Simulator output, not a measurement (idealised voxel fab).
Module name: voxel transistor to metal (process module)
The cross-section on display is named cut; it measures 160 nm wide, and its cells are 5 nm squares.
A cross-section in this document is a grid of square cells, and it is written down as bands, the top band listed before the ones below it; a band is made up of one or more rows of cells.
A band entry consists of two parts. The first gives the height of the band's top and the height of its bottom, in nm. The rest lists the band's materials from left to right, each with its width in nm. A single material labelled with the word "throughout" fills the band from edge to edge, and the word "empty" marks empty space.
Heights from 0 (as-received wafer is one material below). Bottom band endless downward, as "0 and below".
Width spec "30 to 40" -> top row of cells at first value, bottom row at second value, equal per-row change in between.
Where a step carries "everything unchanged", the cross-section came out of it unchanged, cell for cell.
Each empty space that has no open way to the top and spans at least 8 cells appears under "Unvented voids" as width x height at distance, the distance counted from the left edge, all in nm.
Post-settings text on a step line: simulator's own remark regarding the step.
What "overlay nm" on a step's line means: if the step has a mask, that mask lay this far to the right of its planned place, or, when the value is negative, to the left.
Pairs from here to the end. Each: cross-section before one process step, cross-section after it, the latter only as far down as the lowest band that changed. Under each: the step between, and its settings. Mind that the pairs may be taken from different runs of this module on the same starting wafer; whether a pair continues from the pair above depends on its entry headed "Prior to processing", and it does only where that entry says so.

Prior to processing
80 down to 60  resist: 35; empty: 15; resist: 60; empty: 15; resist: 35
60 down to 35  SiO2: 35; empty: 15; SiO2: 60; empty: 15; SiO2: 35
35 down to 30  SiN: 35; empty: 15; SiN: 60; empty: 15; SiN: 35
30 down to 20  SiO2: 35; TiN: 5; Ru: 10; TiN: 5; SiO2: 55; TiN: 5; Ru: 10; TiN: 5; SiO2: 30
20 down to 15  SiO2: 35; TiN: 5; Ru: 10; TiN: 5; SiO2: 5; SiN: 5; HfO2: 5; TiN: 5; W: 10; TiN: 5; HfO2: 5; SiN: 5; SiO2: 10; TiN: 5; Ru: 10; TiN: 5; SiO2: 30
15 down to 10  SiO2: 35; TiN: 20; SiO2: 5; SiN: 5; HfO2: 5; TiN: 5; W: 10; TiN: 5; HfO2: 5; SiN: 5; SiO2: 10; TiN: 10; Ru: 5; TiN: 5; SiO2: 30
10 down to 5  SiO2: 35; TiN: 10; pSi: 15; SiN: 5; HfO2: 5; TiN: 5; W: 10; TiN: 5; HfO2: 5; SiN: 5; pSi: 15; TiN: 5; Ru: 5; TiN: 5; SiO2: 30
5 down to 0  SiO2: 25; SiN: 5; SiO2: 5; TiN: 10; pSi: 15; SiN: 5; HfO2: 5; TiN: 20; HfO2: 5; SiN: 5; pSi: 15; TiN: 5; Ru: 5; TiN: 5; SiN: 5; SiO2: 25
0 down to -5  SiO2: 35; TiN: 10; pSi: 15; HfO2: 40; pSi: 15; TiN: 15; SiO2: 30
-5 down to -20  SiO2: 35; pSi: 25; Si: 40; pSi: 25; SiO2: 35
-20 down to -35  SiO2: 35; Si: 90; SiO2: 35
-35 and below  Si throughout
Unvented voids: none

Post-Step Geometry
60 down to 35  SiO2: 35; empty: 15; SiO2: 60; empty: 15; SiO2: 35
Below a height of 35, the structure has not been altered.
Unvented voids: none
Link between the two cross-sections above: STRIP, etch materials resist

Prior to processing: cross-section not repeated; it is the one shown after the step in the pair just above.

Post-Step Geometry
65 down to 60  TiN: 40; empty: 5; TiN: 70; empty: 5; TiN: 40
60 down to 35  SiO2: 35; TiN: 5; empty: 5; TiN: 5; SiO2: 60; TiN: 5; empty: 5; TiN: 5; SiO2: 35
35 down to 30  SiN: 35; TiN: 15; SiN: 60; TiN: 15; SiN: 35
Below a height of 30, the structure has not been altered.
Unvented voids: none
Link between the two cross-sections above: CONFORMAL_DEP, material TiN, thk nm 5

Prior to processing: cross-section not repeated; it is the one shown after the step in the pair just above.

Post-Step Geometry
75 down to 65  Cu throughout
65 down to 60  TiN: 40; Cu: 5; TiN: 70; Cu: 5; TiN: 40
60 down to 35  SiO2: 35; TiN: 5; Cu: 5; TiN: 5; SiO2: 60; TiN: 5; Cu: 5; TiN: 5; SiO2: 35
Below a height of 35, the structure has not been altered.
Unvented voids: none
Link between the two cross-sections above: FILL_DEP, material Cu, thk nm 10

Prior to processing: cross-section not repeated; it is the one shown after the step in the pair just above.

Post-Step Geometry
60 down to 35  SiO2: 35; TiN: 5; Cu: 5; TiN: 5; SiO2: 60; TiN: 5; Cu: 5; TiN: 5; SiO2: 35
Below a height of 35, the structure has not been altered.
Unvented voids: none
Link between the two cross-sections above: CMP, height nm 60

Prior to processing: cross-section not repeated; it is the one shown after the step in the pair just above.

Post-Step Geometry
65 down to 60  empty: 30; Ru: 25; empty: 50; Ru: 25; empty: 30
Below a height of 60, the structure has not been altered.
Unvented voids: none
Link between the two cross-sections above: EPI, material Ru, thk nm 5

Prior to processing: cross-section not repeated; it is the one shown after the step in the pair just above.

Post-Step Geometry
70 down to 65  SiCN throughout
65 down to 60  SiCN: 30; Ru: 25; SiCN: 50; Ru: 25; SiCN: 30
Below a height of 60, the structure has not been altered.
Unvented voids: none
Link between the two cross-sections above: FILL_DEP, material SiCN, thk nm 5

Prior to processing
15 down to 5  SiN throughout
5 down to 0  SiO2 throughout
0 and below  Si throughout
Unvented voids: none

Post-Step Geometry
35 down to 15  empty: 40; resist: 100; empty: 20
Below a height of 15, the structure has not been altered.
Unvented voids: none
Link between the two cross-sections above: PATTERN, tone cover, mask id ACTIVE, material resist, width nm 100, thk nm 20, overlay nm 10

Prior to processing: cross-section not repeated; it is the one shown after the step in the pair just above.

Post-Step Geometry
35 down to 15  empty: 40; resist: 100; empty: 20
15 down to 5  empty: 40; SiN: 100; empty: 20
Below a height of 5, the structure has not been altered.
Unvented voids: none
Link between the two cross-sections above: DIRECTIONAL_ETCH, etch materials SiN, depth nm 10

Prior to processing: cross-section not repeated; it is the one shown after the step in the pair just above.

Post-Step Geometry
35 down to 15  empty: 40; resist: 100; empty: 20
15 down to 5  empty: 40; SiN: 100; empty: 20
5 down to 0  empty: 40; SiO2: 100; empty: 20
Below a height of 0, the structure has not been altered.
Unvented voids: none
Link between the two cross-sections above: DIRECTIONAL_ETCH, etch materials SiO2, depth nm 5

Prior to processing: cross-section not repeated; it is the one shown after the step in the pair just above.

Post-Step Geometry
35 down to 15  empty: 40; resist: 100; empty: 20
15 down to 5  empty: 40; SiN: 100; empty: 20
5 down to 0  empty: 40; SiO2: 100; empty: 20
0 down to -30  empty: 40; Si: 100; empty: 20
Below a height of -30, the structure has not been altered.
Unvented voids: none
Link between the two cross-sections above: DIRECTIONAL_ETCH, etch materials Si, depth nm 30

Prior to processing: cross-section not repeated; it is the one shown after the step in the pair just above.

Post-Step Geometry
15 down to 5  empty: 40; SiN: 100; empty: 20
Below a height of 5, the structure has not been altered.
Unvented voids: none
Link between the two cross-sections above: STRIP, etch materials resist

Prior to processing: cross-section not repeated; it is the one shown after the step in the pair just above.

Post-Step Geometry
15 down to 5  empty: 40; SiN: 100; empty: 20
5 down to 0  empty: 40; SiO2: 100; empty: 20
0 down to -30  empty: 40; SiO2: 5; Si: 90; SiO2: 5; empty: 20
-30 down to -35  SiO2: 45; Si: 90; SiO2: 25
Below a height of -35, the structure has not been altered.
Unvented voids: none
Link between the two cross-sections above: OXIDIZE, depth nm 5

Prior to processing: cross-section not repeated; it is the one shown after the step in the pair just above.

Post-Step Geometry
30 down to 15  SiO2 throughout
15 down to 5  SiO2: 40; SiN: 100; SiO2: 20
5 down to 0  SiO2 throughout
0 down to -35  SiO2: 45; Si: 90; SiO2: 25
Below a height of -35, the structure has not been altered.
Unvented voids: none
Link between the two cross-sections above: FILL_DEP, material SiO2, thk nm 15

Prior to processing: cross-section not repeated; it is the one shown after the step in the pair just above.

Post-Step Geometry
15 down to 5  SiO2: 40; SiN: 100; SiO2: 20
Below a height of 5, the structure has not been altered.
Unvented voids: none
Link between the two cross-sections above: CMP, height nm 15

Prior to processing: cross-section not repeated; it is the one shown after the step in the pair just above.

Post-Step Geometry
15 down to 10  empty: 40; SiN: 100; empty: 20
Below a height of 10, the structure has not been altered.
Unvented voids: none
Link between the two cross-sections above: SELECTIVE_ETCH, etch materials SiO2, depth nm 5

Prior to processing: cross-section not repeated; it is the one shown after the step in the pair just above.

Post-Step Geometry
10 down to 5  SiO2: 40; empty: 100; SiO2: 20
Below a height of 5, the structure has not been altered.
Unvented voids: none
Link between the two cross-sections above: STRIP, etch materials SiN

Prior to processing: cross-section not repeated; it is the one shown after the step in the pair just above.

Post-Step Geometry
5 down to 0  SiO2: 35; empty: 110; SiO2: 15
Below a height of 0, the structure has not been altered.
Unvented voids: none
Link between the two cross-sections above: SELECTIVE_ETCH, etch materials SiO2, depth nm 5

Prior to processing: cross-section not repeated; it is the one shown after the step in the pair just above.

Post-Step Geometry
5 down to 0  SiO2: 35; empty: 110; SiO2: 15
0 down to -5  SiO2 throughout
Below a height of -5, the structure has not been altered.
Unvented voids: none
Link between the two cross-sections above: OXIDIZE, depth nm 5

Prior to processing: cross-section not repeated; it is the one shown after the step in the pair just above.

Post-Step Geometry
30 down to 25  polySi: 35; empty: 110; polySi: 15
25 down to 5  polySi throughout
5 down to 0  SiO2: 35; polySi: 110; SiO2: 15
Below a height of 0, the structure has not been altered.
Unvented voids: none
Link between the two cross-sections above: DIRECTIONAL_DEP, material polySi, thk nm 25

Prior to processing: cross-section not repeated; it is the one shown after the step in the pair just above.

Post-Step Geometry
45 down to 40  SiCN: 35; empty: 110; SiCN: 15
40 down to 30  SiCN throughout
30 down to 25  polySi: 35; SiCN: 110; polySi: 15
Below a height of 25, the structure has not been altered.
Unvented voids: none
Link between the two cross-sections above: DIRECTIONAL_DEP, material SiCN, thk nm 15

Prior to processing: cross-section not repeated; it is the one shown after the step in the pair just above.

Post-Step Geometry
60 down to 55  aC: 35; empty: 110; aC: 15
55 down to 45  aC throughout
45 down to 40  SiCN: 35; aC: 110; SiCN: 15
Below a height of 40, the structure has not been altered.
Unvented voids: none
Link between the two cross-sections above: DIRECTIONAL_DEP, material aC, thk nm 15

Prior to processing: cross-section not repeated; it is the one shown after the step in the pair just above.

Post-Step Geometry
90 down to 60  empty: 65; resist: 30; empty: 65
60 down to 55  aC: 35; empty: 30; resist: 30; empty: 50; aC: 15
Below a height of 55, the structure has not been altered.
Unvented voids: none
Link between the two cross-sections above: PATTERN, tone cover, mask id GATE, material resist, width nm 30, thk nm 30, overlay nm 0

Prior to processing: cross-section not repeated; it is the one shown after the step in the pair just above.

Post-Step Geometry
75 down to 55  empty: 65; resist: 30; empty: 65
55 down to 45  empty: 65; aC: 30; empty: 65
45 down to 40  SiCN: 35; empty: 30; aC: 30; empty: 50; SiCN: 15
Below a height of 40, the structure has not been altered.
Unvented voids: none
Link between the two cross-sections above: DIRECTIONAL_ETCH, etch materials aC, depth nm 15

Prior to processing: cross-section not repeated; it is the one shown after the step in the pair just above.

Post-Step Geometry
55 down to 45  empty: 65; aC: 30; empty: 65
Below a height of 45, the structure has not been altered.
Unvented voids: none
Link between the two cross-sections above: STRIP, etch materials resist

Prior to processing: cross-section not repeated; it is the one shown after the step in the pair just above.

Post-Step Geometry
55 down to 40  empty: 65; aC: 30; empty: 65
40 down to 30  empty: 65; SiCN: 30; empty: 65
30 down to 25  polySi: 35; empty: 30; SiCN: 30; empty: 50; polySi: 15
Below a height of 25, the structure has not been altered.
Unvented voids: none
Link between the two cross-sections above: DIRECTIONAL_ETCH, etch materials SiCN, depth nm 25

Prior to processing: cross-section not repeated; it is the one shown after the step in the pair just above.

Post-Step Geometry
55 down to 40  empty: 65; aC: 30; empty: 65
40 down to 25  empty: 65; SiCN: 30; empty: 65
25 down to 5  empty: 65; polySi: 30; empty: 65
5 down to 0  SiO2: 35; empty: 30; polySi: 30; empty: 50; SiO2: 15
Below a height of 0, the structure has not been altered.
Unvented voids: none
Link between the two cross-sections above: DIRECTIONAL_ETCH, etch materials polySi, depth nm 35

Prior to processing: cross-section not repeated; it is the one shown after the step in the pair just above.

Post-Step Geometry
40 down to 25  empty: 65; SiCN: 30; empty: 65
Below a height of 25, the structure has not been altered.
Unvented voids: none
Link between the two cross-sections above: STRIP, etch materials aC

Prior to processing: cross-section not repeated; it is the one shown after the step in the pair just above.

Post-Step Geometry
45 down to 40  empty: 60; SiN: 40; empty: 60
40 down to 25  empty: 60; SiN: 5; SiCN: 30; SiN: 5; empty: 60
25 down to 10  empty: 60; SiN: 5; polySi: 30; SiN: 5; empty: 60
10 down to 5  SiN: 40; empty: 20; SiN: 5; polySi: 30; SiN: 5; empty: 40; SiN: 20
5 down to 0  SiO2: 35; SiN: 30; polySi: 30; SiN: 50; SiO2: 15
Below a height of 0, the structure has not been altered.
Unvented voids: none
Link between the two cross-sections above: CONFORMAL_DEP, material SiN, thk nm 5

Prior to processing: cross-section not repeated; it is the one shown after the step in the pair just above.

Post-Step Geometry
40 down to 25  empty: 60; SiN: 5; SiCN: 30; SiN: 5; empty: 60
25 down to 5  empty: 60; SiN: 5; polySi: 30; SiN: 5; empty: 60
5 down to 0  SiO2: 35; SiN: 5; empty: 20; SiN: 5; polySi: 30; SiN: 5; empty: 40; SiN: 5; SiO2: 15
Below a height of 0, the structure has not been altered.
Unvented voids: none
Link between the two cross-sections above: DIRECTIONAL_ETCH, etch materials SiN, depth nm 5

Prior to processing: cross-section not repeated; it is the one shown after the step in the pair just above.

Post-Step Geometry
40 down to 25  empty: 60; SiN: 5; SiCN: 30; SiN: 5; empty: 60
25 down to 5  empty: 60; SiN: 5; polySi: 30; SiN: 5; empty: 60
5 down to 0  empty: 35; SiN: 5; empty: 20; SiN: 5; polySi: 30; SiN: 5; empty: 40; SiN: 5; empty: 15
0 down to -5  SiO2: 40; empty: 20; SiO2: 40; empty: 40; SiO2: 20
Below a height of -5, the structure has not been altered.
Unvented voids: none
Link between the two cross-sections above: DIRECTIONAL_ETCH, etch materials SiO2, depth nm 5

Prior to processing: cross-section not repeated; it is the one shown after the step in the pair just above.

Post-Step Geometry
40 down to 25  empty: 60; SiN: 5; SiCN: 30; SiN: 5; empty: 60
25 down to 5  empty: 60; SiN: 5; polySi: 30; SiN: 5; empty: 60
5 down to 0  empty: 35; SiN: 5; empty: 20; SiN: 5; polySi: 30; SiN: 5; empty: 40; SiN: 5; empty: 15
0 down to -5  SiO2: 40; empty: 20; SiO2: 40; empty: 40; SiO2: 20
-5 down to -20  SiO2: 45; empty: 15; Si: 40; empty: 35; SiO2: 25
Below a height of -20, the structure has not been altered.
Unvented voids: none
Link between the two cross-sections above: DIRECTIONAL_ETCH, etch materials Si, depth nm 15

Prior to processing: cross-section not repeated; it is the one shown after the step in the pair just above.

Post-Step Geometry
40 down to 25  empty: 60; SiN: 5; SiCN: 30; SiN: 5; empty: 60
25 down to 10  empty: 60; SiN: 5; polySi: 30; SiN: 5; empty: 60
10 down to 5  empty: 45; pSi: 15; SiN: 5; polySi: 30; SiN: 5; pSi: 15; empty: 45
5 down to 0  empty: 35; SiN: 5; empty: 5; pSi: 15; SiN: 5; polySi: 30; SiN: 5; pSi: 15; empty: 25; SiN: 5; empty: 15
0 down to -5  SiO2: 40; empty: 5; pSi: 15; SiO2: 40; pSi: 15; empty: 25; SiO2: 20
-5 down to -20  SiO2: 45; pSi: 15; Si: 40; pSi: 35; SiO2: 25
Below a height of -20, the structure has not been altered.
Unvented voids: none
Link between the two cross-sections above: EPI, material pSi, thk nm 15

Prior to processing: cross-section not repeated; it is the one shown after the step in the pair just above.

Post-Step Geometry
50 down to 40  SiO2 throughout
40 down to 25  SiO2: 60; SiN: 5; SiCN: 30; SiN: 5; SiO2: 60
25 down to 10  SiO2: 60; SiN: 5; polySi: 30; SiN: 5; SiO2: 60
10 down to 5  SiO2: 45; pSi: 15; SiN: 5; polySi: 30; SiN: 5; pSi: 15; SiO2: 45
5 down to 0  SiO2: 35; SiN: 5; SiO2: 5; pSi: 15; SiN: 5; polySi: 30; SiN: 5; pSi: 15; SiO2: 25; SiN: 5; SiO2: 15
0 down to -5  SiO2: 45; pSi: 15; SiO2: 40; pSi: 15; SiO2: 45
Below a height of -5, the structure has not been altered.
Unvented voids: none
Link between the two cross-sections above: FILL_DEP, material SiO2, thk nm 10

Prior to processing: cross-section not repeated; it is the one shown after the step in the pair just above.

Post-Step Geometry
25 down to 10  SiO2: 60; SiN: 5; polySi: 30; SiN: 5; SiO2: 60
Below a height of 10, the structure has not been altered.
Unvented voids: none
Link between the two cross-sections above: CMP, height nm 25

Prior to processing: cross-section not repeated; it is the one shown after the step in the pair just above.

Post-Step Geometry
25 down to 10  SiO2: 60; SiN: 5; empty: 30; SiN: 5; SiO2: 60
10 down to 5  SiO2: 45; pSi: 15; SiN: 5; empty: 30; SiN: 5; pSi: 15; SiO2: 45
5 down to 0  SiO2: 35; SiN: 5; SiO2: 5; pSi: 15; SiN: 5; empty: 30; SiN: 5; pSi: 15; SiO2: 25; SiN: 5; SiO2: 15
Below a height of 0, the structure has not been altered.
Unvented voids: none
Link between the two cross-sections above: STRIP, etch materials polySi

Prior to processing: cross-section not repeated; it is the one shown after the step in the pair just above.

Post-Step Geometry
25 down to 20  empty: 60; SiN: 5; empty: 30; SiN: 5; empty: 60
20 down to 10  SiO2: 60; SiN: 5; empty: 30; SiN: 5; SiO2: 60
10 down to 5  SiO2: 45; pSi: 15; SiN: 5; empty: 30; SiN: 5; pSi: 15; SiO2: 45
5 down to 0  SiO2: 35; SiN: 5; SiO2: 5; pSi: 15; SiN: 5; empty: 30; SiN: 5; pSi: 15; SiO2: 25; SiN: 5; SiO2: 15
0 down to -5  SiO2: 45; pSi: 15; empty: 40; pSi: 15; SiO2: 45
Below a height of -5, the structure has not been altered.
Unvented voids: none
Link between the two cross-sections above: SELECTIVE_ETCH, etch materials SiO2, depth nm 5

Prior to processing: cross-section not repeated; it is the one shown after the step in the pair just above.

Post-Step Geometry
30 down to 25  empty: 55; HfO2: 15; empty: 20; HfO2: 15; empty: 55
25 down to 20  HfO2: 60; SiN: 5; HfO2: 5; empty: 20; HfO2: 5; SiN: 5; HfO2: 60
20 down to 10  SiO2: 60; SiN: 5; HfO2: 5; empty: 20; HfO2: 5; SiN: 5; SiO2: 60
10 down to 5  SiO2: 45; pSi: 15; SiN: 5; HfO2: 5; empty: 20; HfO2: 5; SiN: 5; pSi: 15; SiO2: 45
5 down to 0  SiO2: 35; SiN: 5; SiO2: 5; pSi: 15; SiN: 5; HfO2: 5; empty: 20; HfO2: 5; SiN: 5; pSi: 15; SiO2: 25; SiN: 5; SiO2: 15
0 down to -5  SiO2: 45; pSi: 15; HfO2: 40; pSi: 15; SiO2: 45
Below a height of -5, the structure has not been altered.
Unvented voids: none
Link between the two cross-sections above: CONFORMAL_DEP, material HfO2, thk nm 5

Prior to processing: cross-section not repeated; it is the one shown after the step in the pair just above.

Post-Step Geometry
35 down to 30  empty: 50; TiN: 25; empty: 10; TiN: 25; empty: 50
30 down to 25  TiN: 55; HfO2: 15; TiN: 5; empty: 10; TiN: 5; HfO2: 15; TiN: 55
25 down to 20  HfO2: 60; SiN: 5; HfO2: 5; TiN: 5; empty: 10; TiN: 5; HfO2: 5; SiN: 5; HfO2: 60
20 down to 10  SiO2: 60; SiN: 5; HfO2: 5; TiN: 5; empty: 10; TiN: 5; HfO2: 5; SiN: 5; SiO2: 60
10 down to 5  SiO2: 45; pSi: 15; SiN: 5; HfO2: 5; TiN: 5; empty: 10; TiN: 5; HfO2: 5; SiN: 5; pSi: 15; SiO2: 45
5 down to 0  SiO2: 35; SiN: 5; SiO2: 5; pSi: 15; SiN: 5; HfO2: 5; TiN: 20; HfO2: 5; SiN: 5; pSi: 15; SiO2: 25; SiN: 5; SiO2: 15
Below a height of 0, the structure has not been altered.
Unvented voids: none
Link between the two cross-sections above: CONFORMAL_DEP, material TiN, thk nm 5

Prior to processing: cross-section not repeated; it is the one shown after the step in the pair just above.

Post-Step Geometry
40 down to 35  W throughout
35 down to 30  W: 50; TiN: 25; W: 10; TiN: 25; W: 50
30 down to 25  TiN: 55; HfO2: 15; TiN: 5; W: 10; TiN: 5; HfO2: 15; TiN: 55
25 down to 20  HfO2: 60; SiN: 5; HfO2: 5; TiN: 5; W: 10; TiN: 5; HfO2: 5; SiN: 5; HfO2: 60
20 down to 10  SiO2: 60; SiN: 5; HfO2: 5; TiN: 5; W: 10; TiN: 5; HfO2: 5; SiN: 5; SiO2: 60
10 down to 5  SiO2: 45; pSi: 15; SiN: 5; HfO2: 5; TiN: 5; W: 10; TiN: 5; HfO2: 5; SiN: 5; pSi: 15; SiO2: 45
Below a height of 5, the structure has not been altered.
Unvented voids: none
Link between the two cross-sections above: FILL_DEP, material W, thk nm 5

Prior to processing: cross-section not repeated; it is the one shown after the step in the pair just above.

Post-Step Geometry
20 down to 10  SiO2: 60; SiN: 5; HfO2: 5; TiN: 5; W: 10; TiN: 5; HfO2: 5; SiN: 5; SiO2: 60
Below a height of 10, the structure has not been altered.
Unvented voids: none
Link between the two cross-sections above: CMP, height nm 20

Prior to processing: cross-section not repeated; it is the one shown after the step in the pair just above.

Post-Step Geometry
30 down to 20  SiO2 throughout
Below a height of 20, the structure has not been altered.
Unvented voids: none
Link between the two cross-sections above: DIRECTIONAL_DEP, material SiO2, thk nm 10

Prior to processing: cross-section not repeated; it is the one shown after the step in the pair just above.

Post-Step Geometry
30 down to 20  SiO2: 35; empty: 15; SiO2: 60; empty: 15; SiO2: 35
20 down to 10  SiO2: 35; empty: 15; SiO2: 10; SiN: 5; HfO2: 5; TiN: 5; W: 10; TiN: 5; HfO2: 5; SiN: 5; SiO2: 10; empty: 15; SiO2: 35
10 down to 5  SiO2: 35; empty: 10; pSi: 15; SiN: 5; HfO2: 5; TiN: 5; W: 10; TiN: 5; HfO2: 5; SiN: 5; pSi: 15; empty: 10; SiO2: 35
5 down to 0  SiO2: 35; SiN: 5; empty: 5; pSi: 15; SiN: 5; HfO2: 5; TiN: 20; HfO2: 5; SiN: 5; pSi: 15; empty: 10; SiO2: 15; SiN: 5; SiO2: 15
0 down to -5  SiO2: 40; empty: 5; pSi: 15; HfO2: 40; pSi: 15; empty: 10; SiO2: 35
Below a height of -5, the structure has not been altered.
Unvented voids: none
Link between the two cross-sections above: MASKED_ETCH, tone open, mask id CONTACT, width nm 15, pitch nm 75, etch materials SiO2, depth nm 35, overlay nm 0

Prior to processing: cross-section not repeated; it is the one shown after the step in the pair just above.

Post-Step Geometry
35 down to 30  TiN: 40; empty: 5; TiN: 70; empty: 5; TiN: 40
30 down to 20  SiO2: 35; TiN: 5; empty: 5; TiN: 5; SiO2: 60; TiN: 5; empty: 5; TiN: 5; SiO2: 35
20 down to 15  SiO2: 35; TiN: 5; empty: 5; TiN: 5; SiO2: 10; SiN: 5; HfO2: 5; TiN: 5; W: 10; TiN: 5; HfO2: 5; SiN: 5; SiO2: 10; TiN: 5; empty: 5; TiN: 5; SiO2: 35
15 down to 10  SiO2: 35; TiN: 15; SiO2: 10; SiN: 5; HfO2: 5; TiN: 5; W: 10; TiN: 5; HfO2: 5; SiN: 5; SiO2: 10; TiN: 15; SiO2: 35
10 down to 5  SiO2: 35; TiN: 10; pSi: 15; SiN: 5; HfO2: 5; TiN: 5; W: 10; TiN: 5; HfO2: 5; SiN: 5; pSi: 15; TiN: 10; SiO2: 35
5 down to 0  SiO2: 35; SiN: 5; TiN: 5; pSi: 15; SiN: 5; HfO2: 5; TiN: 20; HfO2: 5; SiN: 5; pSi: 15; TiN: 10; SiO2: 15; SiN: 5; SiO2: 15
0 down to -5  SiO2: 40; TiN: 5; pSi: 15; HfO2: 40; pSi: 15; TiN: 10; SiO2: 35
Below a height of -5, the structure has not been altered.
Unvented voids: none
Link between the two cross-sections above: CONFORMAL_DEP, material TiN, thk nm 5

Prior to processing: cross-section not repeated; it is the one shown after the step in the pair just above.

Post-Step Geometry
40 down to 35  Ru throughout
35 down to 30  TiN: 40; Ru: 5; TiN: 70; Ru: 5; TiN: 40
30 down to 20  SiO2: 35; TiN: 5; Ru: 5; TiN: 5; SiO2: 60; TiN: 5; Ru: 5; TiN: 5; SiO2: 35
20 down to 15  SiO2: 35; TiN: 5; Ru: 5; TiN: 5; SiO2: 10; SiN: 5; HfO2: 5; TiN: 5; W: 10; TiN: 5; HfO2: 5; SiN: 5; SiO2: 10; TiN: 5; Ru: 5; TiN: 5; SiO2: 35
Below a height of 15, the structure has not been altered.
Unvented voids: none
Link between the two cross-sections above: FILL_DEP, material Ru, thk nm 5

Prior to processing: cross-section not repeated; it is the one shown after the step in the pair just above.

Post-Step Geometry
30 down to 20  SiO2: 35; TiN: 5; Ru: 5; TiN: 5; SiO2: 60; TiN: 5; Ru: 5; TiN: 5; SiO2: 35
Below a height of 20, the structure has not been altered.
Unvented voids: none
Link between the two cross-sections above: CMP, height nm 30

Prior to processing: cross-section not repeated; it is the one shown after the step in the pair just above.

Post-Step Geometry
35 down to 30  SiN throughout
Below a height of 30, the structure has not been altered.
Unvented voids: none
Link between the two cross-sections above: CONFORMAL_DEP, material SiN, thk nm 5

Prior to processing: cross-section not repeated; it is the one shown after the step in the pair just above.

Post-Step Geometry
60 down to 35  SiO2 throughout
Below a height of 35, the structure has not been altered.
Unvented voids: none
Link between the two cross-sections above: DIRECTIONAL_DEP, material SiO2, thk nm 25

Prior to processing: cross-section not repeated; it is the one shown after the step in the pair just above.

Post-Step Geometry
80 down to 60  resist: 35; empty: 15; resist: 60; empty: 15; resist: 35
Below a height of 60, the structure has not been altered.
Unvented voids: none
Link between the two cross-sections above: PATTERN, tone open, mask id METAL_1, material resist, width nm 15, pitch nm 75, thk nm 20, overlay nm 0

Prior to processing: cross-section not repeated; it is the one shown after the step in the pair just above.

Post-Step Geometry
80 down to 60  resist: 35; empty: 15; resist: 60; empty: 15; resist: 35
60 down to 35  SiO2: 35; empty: 15; SiO2: 60; empty: 15; SiO2: 35
Below a height of 35, the structure has not been altered.
Unvented voids: none
Link between the two cross-sections above: DIRECTIONAL_ETCH, etch materials SiO2, depth nm 25

Prior to processing: cross-section not repeated; it is the one shown after the step in the pair just above.

Post-Step Geometry
80 down to 60  resist: 35; empty: 15; resist: 60; empty: 15; resist: 35
60 down to 35  SiO2: 35; empty: 15; SiO2: 60; empty: 15; SiO2: 35
35 down to 30  SiN: 35; empty: 15; SiN: 60; empty: 15; SiN: 35
Below a height of 30, the structure has not been altered.
Unvented voids: none
Link between the two cross-sections above: DIRECTIONAL_ETCH, etch materials SiN, depth nm 5

Prior to processing: cross-section not repeated; it is the one shown after the step in the pair just above.

Post-Step Geometry
60 down to 35  SiO2: 35; empty: 15; SiO2: 60; empty: 15; SiO2: 35
Below a height of 35, the structure has not been altered.
Unvented voids: none
Link between the two cross-sections above: STRIP, etch materials resist

Prior to processing: cross-section not repeated; it is the one shown after the step in the pair just above.

Post-Step Geometry
65 down to 60  TiN: 40; empty: 5; TiN: 70; empty: 5; TiN: 40
60 down to 35  SiO2: 35; TiN: 5; empty: 5; TiN: 5; SiO2: 60; TiN: 5; empty: 5; TiN: 5; SiO2: 35
35 down to 30  SiN: 35; TiN: 15; SiN: 60; TiN: 15; SiN: 35
Below a height of 30, the structure has not been altered.
Unvented voids: none
Link between the two cross-sections above: CONFORMAL_DEP, material TiN, thk nm 5

Prior to processing: cross-section not repeated; it is the one shown after the step in the pair just above.

Post-Step Geometry
75 down to 65  Cu throughout
65 down to 60  TiN: 40; Cu: 5; TiN: 70; Cu: 5; TiN: 40
60 down to 35  SiO2: 35; TiN: 5; Cu: 5; TiN: 5; SiO2: 60; TiN: 5; Cu: 5; TiN: 5; SiO2: 35
Below a height of 35, the structure has not been altered.
Unvented voids: none
Link between the two cross-sections above: FILL_DEP, material Cu, thk nm 10

Prior to processing: cross-section not repeated; it is the one shown after the step in the pair just above.

Post-Step Geometry
60 down to 35  SiO2: 35; TiN: 5; Cu: 5; TiN: 5; SiO2: 60; TiN: 5; Cu: 5; TiN: 5; SiO2: 35
Below a height of 35, the structure has not been altered.
Unvented voids: none
Link between the two cross-sections above: CMP, height nm 60

Prior to processing: cross-section not repeated; it is the one shown after the step in the pair just above.

Post-Step Geometry
65 down to 60  empty: 30; Ru: 25; empty: 50; Ru: 25; empty: 30
Below a height of 60, the structure has not been altered.
Unvented voids: none
Link between the two cross-sections above: EPI, material Ru, thk nm 5

Prior to processing: cross-section not repeated; it is the one shown after the step in the pair just above.

Post-Step Geometry
70 down to 65  SiCN throughout
65 down to 60  SiCN: 30; Ru: 25; SiCN: 50; Ru: 25; SiCN: 30
Below a height of 60, the structure has not been altered.
Unvented voids: none
Link between the two cross-sections above: FILL_DEP, material SiCN, thk nm 5
